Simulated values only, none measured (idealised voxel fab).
The following process module bears the name voxel plated lines.
Shown is cross-section cut, with a width of 285 nm and square cells of size 5 nm.
A cross-section is a grid of square cells, given in bands from the top down. A band is one or more rows of cells. Per band: top height and bottom height in nm, followed by the left-to-right materials and their widths in nm; "throughout" marks a single material spanning edge to edge, "air" marks empty space. Height 0 is the level under which the wafer as received is all one material. The lowest band goes on downwards, as in "0 nm and below". The notation "30 to 40" denotes a width that varies across the rows of cells in the band, beginning at the first number in the top row, finishing at the second number in the bottom row, and changing by an identical amount from each row to the next. The cross-section has no changed cell in any step marked "nothing changed". "Voids lacking openings" specifies each empty space that is not open to the top and that occupies no fewer than 8 cells, using the form width x height at distance, the distance measured from the left edge and all three quantities in nm. Text after the settings on a step's line: the simulator's own remark on that step. Steps that use a mask can have "overlay nm" on their line. It says how far the mask sat to the right of where it was meant to be. Negative means to the left.
Planned step list for the process:
1,op RECEIVE | material Si
2,op CONFORMAL_DEP | material Al2O3 | thk nm 5
3,op DIRECTIONAL_DEP | material TiN | thk nm 5
4,op PATTERN | tone open | mask id LINES | material resist | width nm 25 | pitch nm 55 | thk nm 25 | overlay nm 0
5,op EPI | material Ru | thk nm 10
6,op EPI | material Ru | thk nm 10
7,op STRIP | etch materials resist
8,op DIRECTIONAL_ETCH | etch materials TiN | depth nm 5
9,op CONFORMAL_DEP | material SiCN | thk nm 10
The first of a set of two wafers, run to plan:
As received, after step 1:
    0 nm and below: Si throughout
    Voids lacking openings: none
After step 2, in cross-section:
    5 nm to 0 nm: Al2O3 throughout
    Rest of section, below 0: as before.
After step 3, in cross-section:
    10 nm to 5 nm: TiN throughout
    Rest of section, below 5: as before.
After step 4, in cross-section:
    35 nm to 10 nm: resist 100 nm / air 25 nm / resist 30 nm / air 25 nm / resist 105 nm
    Rest of section, below 10: as before.
After step 5, in cross-section:
    35 nm to 20 nm: resist 100 nm / air 25 nm / resist 30 nm / air 25 nm / resist 105 nm
    20 nm to 10 nm: resist 100 nm / Ru 25 nm / resist 30 nm / Ru 25 nm / resist 105 nm
    Rest of section, below 10: as before.
After step 6, in cross-section:
    35 nm to 30 nm: resist 100 nm / air 25 nm / resist 30 nm / air 25 nm / resist 105 nm
    30 nm to 10 nm: resist 100 nm / Ru 25 nm / resist 30 nm / Ru 25 nm / resist 105 nm
    Rest of section, below 10: as before.
After step 7, in cross-section:
    30 nm to 10 nm: air 100 nm / Ru 25 nm / air 30 nm / Ru 25 nm / air 105 nm
    Rest of section, below 10: as before.
After step 8, in cross-section:
    30 nm to 10 nm: air 100 nm / Ru 25 nm / air 30 nm / Ru 25 nm / air 105 nm
    10 nm to 5 nm: air 100 nm / TiN 25 nm / air 30 nm / TiN 25 nm / air 105 nm
    Rest of section, below 5: as before.
After step 9, in cross-section:
    40 nm to 30 nm: air 90 nm / SiCN 45 nm / air 10 nm / SiCN 45 nm / air 95 nm
    30 nm to 15 nm: air 90 nm / SiCN 10 nm / Ru 25 nm / SiCN 10 nm / air 10 nm / SiCN 10 nm / Ru 25 nm / SiCN 10 nm / air 95 nm
    15 nm to 10 nm: SiCN 100 nm / Ru 25 nm / SiCN 30 nm / Ru 25 nm / SiCN 105 nm
    10 nm to 5 nm: SiCN 100 nm / TiN 25 nm / SiCN 30 nm / TiN 25 nm / SiCN 105 nm
    Rest of section, below 5: as before.
Wafer two. Same start, same plan, one slip in execution. Same as wafer one through step 3, inclusive:
X-section, second wafer, when step 4 was due to finish:
    25 nm to 10 nm: resist 100 nm / air 25 nm / resist 30 nm / air 25 nm / resist 105 nm
    Rest of section, below 10: as before.
X-section, second wafer, when step 5 was due to finish:
    25 nm to 20 nm: resist 100 nm / air 25 nm / resist 30 nm / air 25 nm / resist 105 nm
    20 nm to 10 nm: resist 100 nm / Ru 25 nm / resist 30 nm / Ru 25 nm / resist 105 nm
    Rest of section, below 10: as before.
X-section, second wafer, when step 6 was due to finish:
    30 nm to 25 nm: air 95 nm / Ru 35 nm / air 20 nm / Ru 35 nm / air 100 nm
    25 nm to 10 nm: resist 100 nm / Ru 25 nm / resist 30 nm / Ru 25 nm / resist 105 nm
    Rest of section, below 10: as before.
X-section, second wafer, when step 7 was due to finish:
    30 nm to 25 nm: air 95 nm / Ru 35 nm / air 20 nm / Ru 35 nm / air 100 nm
    25 nm to 10 nm: air 100 nm / Ru 25 nm / air 30 nm / Ru 25 nm / air 105 nm
    Rest of section, below 10: as before.
X-section, second wafer, when step 8 was due to finish:
    30 nm to 25 nm: air 95 nm / Ru 35 nm / air 20 nm / Ru 35 nm / air 100 nm
    25 nm to 10 nm: air 100 nm / Ru 25 nm / air 30 nm / Ru 25 nm / air 105 nm
    10 nm to 5 nm: air 95 nm / TiN 35 nm / air 20 nm / TiN 35 nm / air 100 nm
    Rest of section, below 5: as before.
X-section, second wafer, when step 9 was due to finish:
    40 nm to 30 nm: air 85 nm / SiCN 110 nm / air 90 nm
    30 nm to 25 nm: air 85 nm / SiCN 10 nm / Ru 35 nm / SiCN 20 nm / Ru 35 nm / SiCN 10 nm / air 90 nm
    25 nm to 15 nm: air 85 nm / SiCN 15 nm / Ru 25 nm / SiCN 30 nm / Ru 25 nm / SiCN 15 nm / air 90 nm
    15 nm to 10 nm: SiCN 100 nm / Ru 25 nm / SiCN 30 nm / Ru 25 nm / SiCN 105 nm
    10 nm to 5 nm: SiCN 95 nm / TiN 35 nm / SiCN 20 nm / TiN 35 nm / SiCN 100 nm
    Rest of section, below 5: as before.
What was done differently from what was planned? rather than as planned, step 4 actually ran as op PATTERN | tone open | mask id LINES | material resist | width nm 25 | pitch nm 55 | thk nm 15 | overlay nm 0
Upon completion, the second wafer contains, in terms of cells, a greater or smaller amount of certain materials than the first wafer: Ru +4, SiCN +12, TiN +4
